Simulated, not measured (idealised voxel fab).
Herein follows the process module entitled voxel transistor to metal.
The cross-section shown here is cut; it is 215 nm wide and divided into square cells measuring 5 nm on a side.
For the purposes of this document, a cross-section shall be understood as a grid of square cells, specified as bands listed in top-to-bottom order, each band consisting of one or more rows of cells.
In this notation a band is specified by the heights of its top and bottom, in that order and in nm, after which its materials appear from left to right, each paired with its width in nm. The word "all across" attached to a single material means that material fills the band from edge to edge; the word "air" stands for empty space.
Beneath 0, the wafer as received is one material, and that level is where height counting begins. The lowest band goes on downward without a bottom; it is written like "0 and below".
Width: "30->40" (first number = top row, second number = bottom row, same change from row to row of cells).
The designation "no modifications", where it is given for a processing step, indicates that no cell of the cross-section was altered in the course of that step.
Enclosed voids (no open way to top), threshold 8 cells or more, entry "Closed internal voids", notation width x height at distance, distance from left edge, nm.
Past the settings on a step's line: simulator remark, on that step.
overlay nm: step with mask; distance mask lay right of planned place; negative value = left of planned place.
Below is the list of planned process steps:
- 1: op RECEIVE | material Si
- 2: op OXIDIZE | depth nm 5
- 3: op CONFORMAL_DEP | material SiN | thk nm 10
- 4: op MASKED_ETCH | tone cover | mask id ACTIVE | width nm 125 | etch materials SiN | depth nm 10 | overlay nm 0
- 5: op MASKED_ETCH | tone cover | mask id ACTIVE | width nm 125 | etch materials SiO2 | depth nm 5 | overlay nm 0
- 6: op MASKED_ETCH | tone cover | mask id ACTIVE | width nm 125 | etch materials Si | depth nm 20 | overlay nm 0
- 7: op FILL_DEP | material SiO2 | thk nm 5
- 8: op CMP | height nm 10
- 9: op SELECTIVE_ETCH | etch materials SiO2 | depth nm 10
- 10: op STRIP | etch materials SiN
- 11: op SELECTIVE_ETCH | etch materials SiO2 | depth nm 5
- 12: op OXIDIZE | depth nm 5
- 13: op DIRECTIONAL_DEP | material polySi | thk nm 20
- 14: op DIRECTIONAL_DEP | material SiCN | thk nm 15
- 15: op DIRECTIONAL_DEP | material aC | thk nm 15
- 16: op PATTERN | tone cover | mask id GATE | material resist | width nm 35 | thk nm 35 | overlay nm 0
- 17: op DIRECTIONAL_ETCH | etch materials aC | depth nm 15
- 18: op STRIP | etch materials resist
- 19: op DIRECTIONAL_ETCH | etch materials SiCN | depth nm 25
- 20: op DIRECTIONAL_ETCH | etch materials polySi | depth nm 30
- 21: op STRIP | etch materials aC
- 22: op CONFORMAL_DEP | material SiO2 | thk nm 5
- 23: op DIRECTIONAL_ETCH | etch materials SiO2 | depth nm 5
- 24: op CONFORMAL_DEP | material SiN | thk nm 10
- 25: op DIRECTIONAL_ETCH | etch materials SiN | depth nm 10
- 26: op DIRECTIONAL_ETCH | etch materials SiO2 | depth nm 5
- 27: op DIRECTIONAL_ETCH | etch materials Si | depth nm 5
- 28: op EPI | material pSi | thk nm 5
- 29: op FILL_DEP | material SiO2 | thk nm 10
- 30: op CMP | height nm 15
- 31: op STRIP | etch materials polySi
- 32: op SELECTIVE_ETCH | etch materials SiO2 | depth nm 5
- 33: op CONFORMAL_DEP | material HfO2 | thk nm 5
- 34: op CONFORMAL_DEP | material TiN | thk nm 5
- 35: op FILL_DEP | material W | thk nm 10
- 36: op CMP | height nm 10
- 37: op DIRECTIONAL_DEP | material SiO2 | thk nm 10
- 38: op PATTERN | tone open | mask id CONTACT | material resist | width nm 20 | pitch nm 85 | thk nm 15 | overlay nm 0
- 39: op DIRECTIONAL_ETCH | etch materials SiO2 | depth nm 30
- 40: op STRIP | etch materials resist
- 41: op CONFORMAL_DEP | material TiN | thk nm 5
- 42: op FILL_DEP | material Ru | thk nm 5
- 43: op CMP | height nm 20
- 44: op DIRECTIONAL_DEP | material TiN | thk nm 5
- 45: op DIRECTIONAL_DEP | material W | thk nm 15
- 46: op DIRECTIONAL_DEP | material aC | thk nm 15
- 47: op PATTERN | tone cover | mask id METAL_1 | material resist | width nm 20 | pitch nm 85 | thk nm 35 | overlay nm 0
- 48: op DIRECTIONAL_ETCH | etch materials aC | depth nm 15
- 49: op STRIP | etch materials resist
- 50: op DIRECTIONAL_ETCH | etch materials W | depth nm 15
- 51: op DIRECTIONAL_ETCH | etch materials TiN | depth nm 5
- 52: op STRIP | etch materials aC
- 53: op FILL_DEP | material lowk | thk nm 10
- 54: op CMP | height nm 40
- 55: op CONFORMAL_DEP | material SiCN | thk nm 5
So, the first of our two wafers, run just as we planned it:
Wafer cross-section on receipt, i.e. after step 1:
	0 and below | Si all across
	Closed internal voids: none
After step 2, in cross-section:
	0 down to -5 | SiO2 all across
	Everything below -5 is unchanged.
After step 3, in cross-section:
	10 down to 0 | SiN all across
	Everything below 0 is unchanged.
After step 4, in cross-section:
	10 down to 0 | 45 air | 125 SiN | 45 air
	Everything below 0 is unchanged.
After step 5, in cross-section:
	10 down to 0 | 45 air | 125 SiN | 45 air
	0 down to -5 | 45 air | 125 SiO2 | 45 air
	Everything below -5 is unchanged.
After step 6, in cross-section:
	10 down to 0 | 45 air | 125 SiN | 45 air
	0 down to -5 | 45 air | 125 SiO2 | 45 air
	-5 down to -25 | 45 air | 125 Si | 45 air
	Everything below -25 is unchanged.
After step 7, in cross-section:
	15 down to 10 | SiO2 all across
	10 down to 0 | 45 SiO2 | 125 SiN | 45 SiO2
	0 down to -5 | SiO2 all across
	-5 down to -25 | 45 SiO2 | 125 Si | 45 SiO2
	Everything below -25 is unchanged.
After step 8, in cross-section:
	10 down to 0 | 45 SiO2 | 125 SiN | 45 SiO2
	Everything below 0 is unchanged.
After step 9, in cross-section:
	10 down to 0 | 45 air | 125 SiN | 45 air
	Everything below 0 is unchanged.
After step 10, in cross-section:
	0 down to -5 | SiO2 all across
	Everything below -5 is unchanged.
After step 11, in cross-section:
	-5 down to -25 | 45 SiO2 | 125 Si | 45 SiO2
	Everything below -25 is unchanged.
After step 12, in cross-section:
	-5 down to -10 | SiO2 all across
	Everything below -10 is unchanged.
After step 13, in cross-section:
	15 down to -5 | polySi all across
	Everything below -5 is unchanged.
After step 14, in cross-section:
	30 down to 15 | SiCN all across
	Everything below 15 is unchanged.
After step 15, in cross-section:
	45 down to 30 | aC all across
	Everything below 30 is unchanged.
After step 16, in cross-section:
	80 down to 45 | 90 air | 35 resist | 90 air
	Everything below 45 is unchanged.
After step 17, in cross-section:
	65 down to 45 | 90 air | 35 resist | 90 air
	45 down to 30 | 90 air | 35 aC | 90 air
	Everything below 30 is unchanged.
After step 18, in cross-section:
	45 down to 30 | 90 air | 35 aC | 90 air
	Everything below 30 is unchanged.
After step 19, in cross-section:
	45 down to 30 | 90 air | 35 aC | 90 air
	30 down to 15 | 90 air | 35 SiCN | 90 air
	Everything below 15 is unchanged.
After step 20, in cross-section:
	45 down to 30 | 90 air | 35 aC | 90 air
	30 down to 15 | 90 air | 35 SiCN | 90 air
	15 down to -5 | 90 air | 35 polySi | 90 air
	Everything below -5 is unchanged.
After step 21, in cross-section:
	30 down to 15 | 90 air | 35 SiCN | 90 air
	Everything below 15 is unchanged.
After step 22, in cross-section:
	35 down to 30 | 85 air | 45 SiO2 | 85 air
	30 down to 15 | 85 air | 5 SiO2 | 35 SiCN | 5 SiO2 | 85 air
	15 down to 0 | 85 air | 5 SiO2 | 35 polySi | 5 SiO2 | 85 air
	0 down to -5 | 90 SiO2 | 35 polySi | 90 SiO2
	Everything below -5 is unchanged.
After step 23, in cross-section:
	30 down to 15 | 85 air | 5 SiO2 | 35 SiCN | 5 SiO2 | 85 air
	15 down to -5 | 85 air | 5 SiO2 | 35 polySi | 5 SiO2 | 85 air
	Everything below -5 is unchanged.
After step 24, in cross-section:
	40 down to 30 | 75 air | 65 SiN | 75 air
	30 down to 15 | 75 air | 10 SiN | 5 SiO2 | 35 SiCN | 5 SiO2 | 10 SiN | 75 air
	15 down to 5 | 75 air | 10 SiN | 5 SiO2 | 35 polySi | 5 SiO2 | 10 SiN | 75 air
	5 down to -5 | 85 SiN | 5 SiO2 | 35 polySi | 5 SiO2 | 85 SiN
	Everything below -5 is unchanged.
After step 25, in cross-section:
	30 down to 15 | 75 air | 10 SiN | 5 SiO2 | 35 SiCN | 5 SiO2 | 10 SiN | 75 air
	15 down to -5 | 75 air | 10 SiN | 5 SiO2 | 35 polySi | 5 SiO2 | 10 SiN | 75 air
	Everything below -5 is unchanged.
After step 26, in cross-section:
	30 down to 25 | 75 air | 10 SiN | 5 air | 35 SiCN | 5 air | 10 SiN | 75 air
	25 down to 15 | 75 air | 10 SiN | 5 SiO2 | 35 SiCN | 5 SiO2 | 10 SiN | 75 air
	15 down to -5 | 75 air | 10 SiN | 5 SiO2 | 35 polySi | 5 SiO2 | 10 SiN | 75 air
	-5 down to -10 | 75 air | 65 SiO2 | 75 air
	Everything below -10 is unchanged.
After step 27, in cross-section:
	30 down to 25 | 75 air | 10 SiN | 5 air | 35 SiCN | 5 air | 10 SiN | 75 air
	25 down to 15 | 75 air | 10 SiN | 5 SiO2 | 35 SiCN | 5 SiO2 | 10 SiN | 75 air
	15 down to -5 | 75 air | 10 SiN | 5 SiO2 | 35 polySi | 5 SiO2 | 10 SiN | 75 air
	-5 down to -10 | 75 air | 65 SiO2 | 75 air
	-10 down to -15 | 45 SiO2 | 30 air | 65 Si | 30 air | 45 SiO2
	Everything below -15 is unchanged.
After step 28, in cross-section:
	30 down to 25 | 75 air | 10 SiN | 5 air | 35 SiCN | 5 air | 10 SiN | 75 air
	25 down to 15 | 75 air | 10 SiN | 5 SiO2 | 35 SiCN | 5 SiO2 | 10 SiN | 75 air
	15 down to -5 | 75 air | 10 SiN | 5 SiO2 | 35 polySi | 5 SiO2 | 10 SiN | 75 air
	-5 down to -10 | 70 air | 5 pSi | 65 SiO2 | 5 pSi | 70 air
	-10 down to -15 | 45 SiO2 | 30 pSi | 65 Si | 30 pSi | 45 SiO2
	Everything below -15 is unchanged.
After step 29, in cross-section:
	40 down to 30 | SiO2 all across
	30 down to 15 | 75 SiO2 | 10 SiN | 5 SiO2 | 35 SiCN | 5 SiO2 | 10 SiN | 75 SiO2
	15 down to -5 | 75 SiO2 | 10 SiN | 5 SiO2 | 35 polySi | 5 SiO2 | 10 SiN | 75 SiO2
	-5 down to -10 | 70 SiO2 | 5 pSi | 65 SiO2 | 5 pSi | 70 SiO2
	Everything below -10 is unchanged.
After step 30, in cross-section:
	15 down to -5 | 75 SiO2 | 10 SiN | 5 SiO2 | 35 polySi | 5 SiO2 | 10 SiN | 75 SiO2
	Everything below -5 is unchanged.
After step 31, in cross-section:
	15 down to -5 | 75 SiO2 | 10 SiN | 5 SiO2 | 35 air | 5 SiO2 | 10 SiN | 75 SiO2
	Everything below -5 is unchanged.
After step 32, in cross-section:
	15 down to 10 | 75 air | 10 SiN | 45 air | 10 SiN | 75 air
	10 down to -5 | 75 SiO2 | 10 SiN | 45 air | 10 SiN | 75 SiO2
	-5 down to -10 | 70 SiO2 | 5 pSi | 10 SiO2 | 45 air | 10 SiO2 | 5 pSi | 70 SiO2
	Everything below -10 is unchanged.
After step 33, in cross-section:
	20 down to 15 | 70 air | 20 HfO2 | 35 air | 20 HfO2 | 70 air
	15 down to 10 | 75 HfO2 | 10 SiN | 5 HfO2 | 35 air | 5 HfO2 | 10 SiN | 75 HfO2
	10 down to -5 | 75 SiO2 | 10 SiN | 5 HfO2 | 35 air | 5 HfO2 | 10 SiN | 75 SiO2
	-5 down to -10 | 70 SiO2 | 5 pSi | 10 SiO2 | 45 HfO2 | 10 SiO2 | 5 pSi | 70 SiO2
	Everything below -10 is unchanged.
After step 34, in cross-section:
	25 down to 20 | 65 air | 30 TiN | 25 air | 30 TiN | 65 air
	20 down to 15 | 70 TiN | 20 HfO2 | 5 TiN | 25 air | 5 TiN | 20 HfO2 | 70 TiN
	15 down to 10 | 75 HfO2 | 10 SiN | 5 HfO2 | 5 TiN | 25 air | 5 TiN | 5 HfO2 | 10 SiN | 75 HfO2
	10 down to 0 | 75 SiO2 | 10 SiN | 5 HfO2 | 5 TiN | 25 air | 5 TiN | 5 HfO2 | 10 SiN | 75 SiO2
	0 down to -5 | 75 SiO2 | 10 SiN | 5 HfO2 | 35 TiN | 5 HfO2 | 10 SiN | 75 SiO2
	Everything below -5 is unchanged.
After step 35, in cross-section:
	35 down to 25 | W all across
	25 down to 20 | 65 W | 30 TiN | 25 W | 30 TiN | 65 W
	20 down to 15 | 70 TiN | 20 HfO2 | 5 TiN | 25 W | 5 TiN | 20 HfO2 | 70 TiN
	15 down to 10 | 75 HfO2 | 10 SiN | 5 HfO2 | 5 TiN | 25 W | 5 TiN | 5 HfO2 | 10 SiN | 75 HfO2
	10 down to 0 | 75 SiO2 | 10 SiN | 5 HfO2 | 5 TiN | 25 W | 5 TiN | 5 HfO2 | 10 SiN | 75 SiO2
	Everything below 0 is unchanged.
After step 36, in cross-section:
	10 down to 0 | 75 SiO2 | 10 SiN | 5 HfO2 | 5 TiN | 25 W | 5 TiN | 5 HfO2 | 10 SiN | 75 SiO2
	Everything below 0 is unchanged.
After step 37, in cross-section:
	20 down to 10 | SiO2 all across
	Everything below 10 is unchanged.
After step 38, in cross-section:
	35 down to 20 | 55 resist | 20 air | 65 resist | 20 air | 55 resist
	Everything below 20 is unchanged.
After step 39, in cross-section:
	35 down to 20 | 55 resist | 20 air | 65 resist | 20 air | 55 resist
	20 down to 10 | 55 SiO2 | 20 air | 65 SiO2 | 20 air | 55 SiO2
	10 down to 0 | 55 SiO2 | 20 air | 10 SiN | 5 HfO2 | 5 TiN | 25 W | 5 TiN | 5 HfO2 | 10 SiN | 20 air | 55 SiO2
	0 down to -5 | 55 SiO2 | 20 air | 10 SiN | 5 HfO2 | 35 TiN | 5 HfO2 | 10 SiN | 20 air | 55 SiO2
	-5 down to -10 | 55 SiO2 | 15 air | 5 pSi | 10 SiO2 | 45 HfO2 | 10 SiO2 | 5 pSi | 15 air | 55 SiO2
	Everything below -10 is unchanged.
After step 40, in cross-section:
	20 down to 10 | 55 SiO2 | 20 air | 65 SiO2 | 20 air | 55 SiO2
	Everything below 10 is unchanged.
After step 41, in cross-section:
	25 down to 20 | 60 TiN | 10 air | 75 TiN | 10 air | 60 TiN
	20 down to 10 | 55 SiO2 | 5 TiN | 10 air | 5 TiN | 65 SiO2 | 5 TiN | 10 air | 5 TiN | 55 SiO2
	10 down to 0 | 55 SiO2 | 5 TiN | 10 air | 5 TiN | 10 SiN | 5 HfO2 | 5 TiN | 25 W | 5 TiN | 5 HfO2 | 10 SiN | 5 TiN | 10 air | 5 TiN | 55 SiO2
	0 down to -5 | 55 SiO2 | 5 TiN | 5 air | 10 TiN | 10 SiN | 5 HfO2 | 35 TiN | 5 HfO2 | 10 SiN | 10 TiN | 5 air | 5 TiN | 55 SiO2
	-5 down to -10 | 55 SiO2 | 15 TiN | 5 pSi | 10 SiO2 | 45 HfO2 | 10 SiO2 | 5 pSi | 15 TiN | 55 SiO2
	Everything below -10 is unchanged.
After step 42, in cross-section:
	30 down to 25 | Ru all across
	25 down to 20 | 60 TiN | 10 Ru | 75 TiN | 10 Ru | 60 TiN
	20 down to 10 | 55 SiO2 | 5 TiN | 10 Ru | 5 TiN | 65 SiO2 | 5 TiN | 10 Ru | 5 TiN | 55 SiO2
	10 down to 0 | 55 SiO2 | 5 TiN | 10 Ru | 5 TiN | 10 SiN | 5 HfO2 | 5 TiN | 25 W | 5 TiN | 5 HfO2 | 10 SiN | 5 TiN | 10 Ru | 5 TiN | 55 SiO2
	0 down to -5 | 55 SiO2 | 5 TiN | 5 Ru | 10 TiN | 10 SiN | 5 HfO2 | 35 TiN | 5 HfO2 | 10 SiN | 10 TiN | 5 Ru | 5 TiN | 55 SiO2
	Everything below -5 is unchanged.
After step 43, in cross-section:
	20 down to 10 | 55 SiO2 | 5 TiN | 10 Ru | 5 TiN | 65 SiO2 | 5 TiN | 10 Ru | 5 TiN | 55 SiO2
	Everything below 10 is unchanged.
After step 44, in cross-section:
	25 down to 20 | TiN all across
	Everything below 20 is unchanged.
After step 45, in cross-section:
	40 down to 25 | W all across
	Everything below 25 is unchanged.
After step 46, in cross-section:
	55 down to 40 | aC all across
	Everything below 40 is unchanged.
After step 47, in cross-section:
	90 down to 55 | 55 air | 20 resist | 65 air | 20 resist | 55 air
	Everything below 55 is unchanged.
After step 48, in cross-section:
	75 down to 55 | 55 air | 20 resist | 65 air | 20 resist | 55 air
	55 down to 40 | 55 air | 20 aC | 65 air | 20 aC | 55 air
	Everything below 40 is unchanged.
After step 49, in cross-section:
	55 down to 40 | 55 air | 20 aC | 65 air | 20 aC | 55 air
	Everything below 40 is unchanged.
After step 50, in cross-section:
	55 down to 40 | 55 air | 20 aC | 65 air | 20 aC | 55 air
	40 down to 25 | 55 air | 20 W | 65 air | 20 W | 55 air
	Everything below 25 is unchanged.
After step 51, in cross-section:
	55 down to 40 | 55 air | 20 aC | 65 air | 20 aC | 55 air
	40 down to 25 | 55 air | 20 W | 65 air | 20 W | 55 air
	25 down to 20 | 55 air | 20 TiN | 65 air | 20 TiN | 55 air
	Everything below 20 is unchanged.
After step 52, in cross-section:
	40 down to 25 | 55 air | 20 W | 65 air | 20 W | 55 air
	Everything below 25 is unchanged.
After step 53, in cross-section:
	50 down to 40 | lowk all across
	40 down to 25 | 55 lowk | 20 W | 65 lowk | 20 W | 55 lowk
	25 down to 20 | 55 lowk | 20 TiN | 65 lowk | 20 TiN | 55 lowk
	Everything below 20 is unchanged.
After step 54, in cross-section:
	40 down to 25 | 55 lowk | 20 W | 65 lowk | 20 W | 55 lowk
	Everything below 25 is unchanged.
After step 55, in cross-section:
	45 down to 40 | SiCN all across
	Everything below 40 is unchanged.
Notes, second wafer: start = first wafer's, plan = first wafer's, execution had one mistake; history identical to first through step 23:
Cross-sectional view of the second wafer at the intended end time of process step 24:
	35 down to 30 | 80 air | 55 SiN | 80 air
	30 down to 15 | 80 air | 5 SiN | 5 SiO2 | 35 SiCN | 5 SiO2 | 5 SiN | 80 air
	15 down to 0 | 80 air | 5 SiN | 5 SiO2 | 35 polySi | 5 SiO2 | 5 SiN | 80 air
	0 down to -5 | 85 SiN | 5 SiO2 | 35 polySi | 5 SiO2 | 85 SiN
	Everything below -5 is unchanged.
Cross-sectional view of the second wafer at the intended end time of process step 25:
	30 down to 25 | 85 air | 5 SiO2 | 35 SiCN | 5 SiO2 | 85 air
	25 down to 15 | 80 air | 5 SiN | 5 SiO2 | 35 SiCN | 5 SiO2 | 5 SiN | 80 air
	15 down to -5 | 80 air | 5 SiN | 5 SiO2 | 35 polySi | 5 SiO2 | 5 SiN | 80 air
	Everything below -5 is unchanged.
Cross-sectional view of the second wafer at the intended end time of process step 26:
	30 down to 25 | 90 air | 35 SiCN | 90 air
	25 down to 15 | 80 air | 5 SiN | 5 SiO2 | 35 SiCN | 5 SiO2 | 5 SiN | 80 air
	15 down to -5 | 80 air | 5 SiN | 5 SiO2 | 35 polySi | 5 SiO2 | 5 SiN | 80 air
	-5 down to -10 | 80 air | 55 SiO2 | 80 air
	Everything below -10 is unchanged.
Cross-sectional view of the second wafer at the intended end time of process step 27:
	30 down to 25 | 90 air | 35 SiCN | 90 air
	25 down to 15 | 80 air | 5 SiN | 5 SiO2 | 35 SiCN | 5 SiO2 | 5 SiN | 80 air
	15 down to -5 | 80 air | 5 SiN | 5 SiO2 | 35 polySi | 5 SiO2 | 5 SiN | 80 air
	-5 down to -10 | 80 air | 55 SiO2 | 80 air
	-10 down to -15 | 45 SiO2 | 35 air | 55 Si | 35 air | 45 SiO2
	Everything below -15 is unchanged.
Cross-sectional view of the second wafer at the intended end time of process step 28:
	30 down to 25 | 90 air | 35 SiCN | 90 air
	25 down to 15 | 80 air | 5 SiN | 5 SiO2 | 35 SiCN | 5 SiO2 | 5 SiN | 80 air
	15 down to -5 | 80 air | 5 SiN | 5 SiO2 | 35 polySi | 5 SiO2 | 5 SiN | 80 air
	-5 down to -10 | 75 air | 5 pSi | 55 SiO2 | 5 pSi | 75 air
	-10 down to -15 | 45 SiO2 | 35 pSi | 55 Si | 35 pSi | 45 SiO2
	Everything below -15 is unchanged.
Cross-sectional view of the second wafer at the intended end time of process step 29:
	40 down to 30 | SiO2 all across
	30 down to 25 | 90 SiO2 | 35 SiCN | 90 SiO2
	25 down to 15 | 80 SiO2 | 5 SiN | 5 SiO2 | 35 SiCN | 5 SiO2 | 5 SiN | 80 SiO2
	15 down to -5 | 80 SiO2 | 5 SiN | 5 SiO2 | 35 polySi | 5 SiO2 | 5 SiN | 80 SiO2
	-5 down to -10 | 75 SiO2 | 5 pSi | 55 SiO2 | 5 pSi | 75 SiO2
	Everything below -10 is unchanged.
Cross-sectional view of the second wafer at the intended end time of process step 30:
	15 down to -5 | 80 SiO2 | 5 SiN | 5 SiO2 | 35 polySi | 5 SiO2 | 5 SiN | 80 SiO2
	Everything below -5 is unchanged.
Cross-sectional view of the second wafer at the intended end time of process step 31:
	15 down to -5 | 80 SiO2 | 5 SiN | 5 SiO2 | 35 air | 5 SiO2 | 5 SiN | 80 SiO2
	Everything below -5 is unchanged.
Cross-sectional view of the second wafer at the intended end time of process step 32:
	15 down to 10 | 80 air | 5 SiN | 45 air | 5 SiN | 80 air
	10 down to -5 | 80 SiO2 | 5 SiN | 45 air | 5 SiN | 80 SiO2
	-5 down to -10 | 75 SiO2 | 5 pSi | 5 SiO2 | 45 air | 5 SiO2 | 5 pSi | 75 SiO2
	Everything below -10 is unchanged.
Cross-sectional view of the second wafer at the intended end time of process step 33:
	20 down to 15 | 75 air | 15 HfO2 | 35 air | 15 HfO2 | 75 air
	15 down to 10 | 80 HfO2 | 5 SiN | 5 HfO2 | 35 air | 5 HfO2 | 5 SiN | 80 HfO2
	10 down to -5 | 80 SiO2 | 5 SiN | 5 HfO2 | 35 air | 5 HfO2 | 5 SiN | 80 SiO2
	-5 down to -10 | 75 SiO2 | 5 pSi | 5 SiO2 | 45 HfO2 | 5 SiO2 | 5 pSi | 75 SiO2
	Everything below -10 is unchanged.
Cross-sectional view of the second wafer at the intended end time of process step 34:
	25 down to 20 | 70 air | 25 TiN | 25 air | 25 TiN | 70 air
	20 down to 15 | 75 TiN | 15 HfO2 | 5 TiN | 25 air | 5 TiN | 15 HfO2 | 75 TiN
	15 down to 10 | 80 HfO2 | 5 SiN | 5 HfO2 | 5 TiN | 25 air | 5 TiN | 5 HfO2 | 5 SiN | 80 HfO2
	10 down to 0 | 80 SiO2 | 5 SiN | 5 HfO2 | 5 TiN | 25 air | 5 TiN | 5 HfO2 | 5 SiN | 80 SiO2
	0 down to -5 | 80 SiO2 | 5 SiN | 5 HfO2 | 35 TiN | 5 HfO2 | 5 SiN | 80 SiO2
	Everything below -5 is unchanged.
Cross-sectional view of the second wafer at the intended end time of process step 35:
	35 down to 25 | W all across
	25 down to 20 | 70 W | 25 TiN | 25 W | 25 TiN | 70 W
	20 down to 15 | 75 TiN | 15 HfO2 | 5 TiN | 25 W | 5 TiN | 15 HfO2 | 75 TiN
	15 down to 10 | 80 HfO2 | 5 SiN | 5 HfO2 | 5 TiN | 25 W | 5 TiN | 5 HfO2 | 5 SiN | 80 HfO2
	10 down to 0 | 80 SiO2 | 5 SiN | 5 HfO2 | 5 TiN | 25 W | 5 TiN | 5 HfO2 | 5 SiN | 80 SiO2
	Everything below 0 is unchanged.
Cross-sectional view of the second wafer at the intended end time of process step 36:
	10 down to 0 | 80 SiO2 | 5 SiN | 5 HfO2 | 5 TiN | 25 W | 5 TiN | 5 HfO2 | 5 SiN | 80 SiO2
	Everything below 0 is unchanged.
Cross-sectional view of the second wafer at the intended end time of process step 37:
	20 down to 10 | SiO2 all across
	Everything below 10 is unchanged.
Cross-sectional view of the second wafer at the intended end time of process step 38:
	35 down to 20 | 55 resist | 20 air | 65 resist | 20 air | 55 resist
	Everything below 20 is unchanged.
Cross-sectional view of the second wafer at the intended end time of process step 39:
	35 down to 20 | 55 resist | 20 air | 65 resist | 20 air | 55 resist
	20 down to 10 | 55 SiO2 | 20 air | 65 SiO2 | 20 air | 55 SiO2
	10 down to 0 | 55 SiO2 | 20 air | 5 SiO2 | 5 SiN | 5 HfO2 | 5 TiN | 25 W | 5 TiN | 5 HfO2 | 5 SiN | 5 SiO2 | 20 air | 55 SiO2
	0 down to -5 | 55 SiO2 | 20 air | 5 SiO2 | 5 SiN | 5 HfO2 | 35 TiN | 5 HfO2 | 5 SiN | 5 SiO2 | 20 air | 55 SiO2
	-5 down to -10 | 55 SiO2 | 20 air | 5 pSi | 5 SiO2 | 45 HfO2 | 5 SiO2 | 5 pSi | 20 air | 55 SiO2
	Everything below -10 is unchanged.
Cross-sectional view of the second wafer at the intended end time of process step 40:
	20 down to 10 | 55 SiO2 | 20 air | 65 SiO2 | 20 air | 55 SiO2
	Everything below 10 is unchanged.
Cross-sectional view of the second wafer at the intended end time of process step 41:
	25 down to 20 | 60 TiN | 10 air | 75 TiN | 10 air | 60 TiN
	20 down to 10 | 55 SiO2 | 5 TiN | 10 air | 5 TiN | 65 SiO2 | 5 TiN | 10 air | 5 TiN | 55 SiO2
	10 down to 0 | 55 SiO2 | 5 TiN | 10 air | 5 TiN | 5 SiO2 | 5 SiN | 5 HfO2 | 5 TiN | 25 W | 5 TiN | 5 HfO2 | 5 SiN | 5 SiO2 | 5 TiN | 10 air | 5 TiN | 55 SiO2
	0 down to -5 | 55 SiO2 | 5 TiN | 10 air | 5 TiN | 5 SiO2 | 5 SiN | 5 HfO2 | 35 TiN | 5 HfO2 | 5 SiN | 5 SiO2 | 5 TiN | 10 air | 5 TiN | 55 SiO2
	-5 down to -10 | 55 SiO2 | 20 TiN | 5 pSi | 5 SiO2 | 45 HfO2 | 5 SiO2 | 5 pSi | 20 TiN | 55 SiO2
	Everything below -10 is unchanged.
Cross-sectional view of the second wafer at the intended end time of process step 42:
	30 down to 25 | Ru all across
	25 down to 20 | 60 TiN | 10 Ru | 75 TiN | 10 Ru | 60 TiN
	20 down to 10 | 55 SiO2 | 5 TiN | 10 Ru | 5 TiN | 65 SiO2 | 5 TiN | 10 Ru | 5 TiN | 55 SiO2
	10 down to 0 | 55 SiO2 | 5 TiN | 10 Ru | 5 TiN | 5 SiO2 | 5 SiN | 5 HfO2 | 5 TiN | 25 W | 5 TiN | 5 HfO2 | 5 SiN | 5 SiO2 | 5 TiN | 10 Ru | 5 TiN | 55 SiO2
	0 down to -5 | 55 SiO2 | 5 TiN | 10 Ru | 5 TiN | 5 SiO2 | 5 SiN | 5 HfO2 | 35 TiN | 5 HfO2 | 5 SiN | 5 SiO2 | 5 TiN | 10 Ru | 5 TiN | 55 SiO2
	Everything below -5 is unchanged.
Cross-sectional view of the second wafer at the intended end time of process step 43:
	20 down to 10 | 55 SiO2 | 5 TiN | 10 Ru | 5 TiN | 65 SiO2 | 5 TiN | 10 Ru | 5 TiN | 55 SiO2
	Everything below 10 is unchanged.
Cross-sectional view of the second wafer at the intended end time of process step 44:
	25 down to 20 | TiN all across
	Everything below 20 is unchanged.
Cross-sectional view of the second wafer at the intended end time of process step 45:
	40 down to 25 | W all across
	Everything below 25 is unchanged.
Cross-sectional view of the second wafer at the intended end time of process step 46:
	55 down to 40 | aC all across
	Everything below 40 is unchanged.
Cross-sectional view of the second wafer at the intended end time of process step 47:
	90 down to 55 | 55 air | 20 resist | 65 air | 20 resist | 55 air
	Everything below 55 is unchanged.
Cross-sectional view of the second wafer at the intended end time of process step 48:
	75 down to 55 | 55 air | 20 resist | 65 air | 20 resist | 55 air
	55 down to 40 | 55 air | 20 aC | 65 air | 20 aC | 55 air
	Everything below 40 is unchanged.
Cross-sectional view of the second wafer at the intended end time of process step 49:
	55 down to 40 | 55 air | 20 aC | 65 air | 20 aC | 55 air
	Everything below 40 is unchanged.
Cross-sectional view of the second wafer at the intended end time of process step 50:
	55 down to 40 | 55 air | 20 aC | 65 air | 20 aC | 55 air
	40 down to 25 | 55 air | 20 W | 65 air | 20 W | 55 air
	Everything below 25 is unchanged.
Cross-sectional view of the second wafer at the intended end time of process step 51:
	55 down to 40 | 55 air | 20 aC | 65 air | 20 aC | 55 air
	40 down to 25 | 55 air | 20 W | 65 air | 20 W | 55 air
	25 down to 20 | 55 air | 20 TiN | 65 air | 20 TiN | 55 air
	Everything below 20 is unchanged.
Cross-sectional view of the second wafer at the intended end time of process step 52:
	40 down to 25 | 55 air | 20 W | 65 air | 20 W | 55 air
	Everything below 25 is unchanged.
Cross-sectional view of the second wafer at the intended end time of process step 53:
	50 down to 40 | lowk all across
	40 down to 25 | 55 lowk | 20 W | 65 lowk | 20 W | 55 lowk
	25 down to 20 | 55 lowk | 20 TiN | 65 lowk | 20 TiN | 55 lowk
	Everything below 20 is unchanged.
Cross-sectional view of the second wafer at the intended end time of process step 54:
	40 down to 25 | 55 lowk | 20 W | 65 lowk | 20 W | 55 lowk
	Everything below 25 is unchanged.
Cross-sectional view of the second wafer at the intended end time of process step 55:
	45 down to 40 | SiCN all across
	Everything below 40 is unchanged.
Misprocessing identified: step 24 was run on a setting that differed from the plan, and what really ran there is op CONFORMAL_DEP | material SiN | thk nm 5
FYI, end of process, the second wafer has more or fewer cells of some materials than the first: Ru: 2 more, Si: 2 fewer, SiN: 6 fewer, SiO2: 4 more, pSi: 2 more
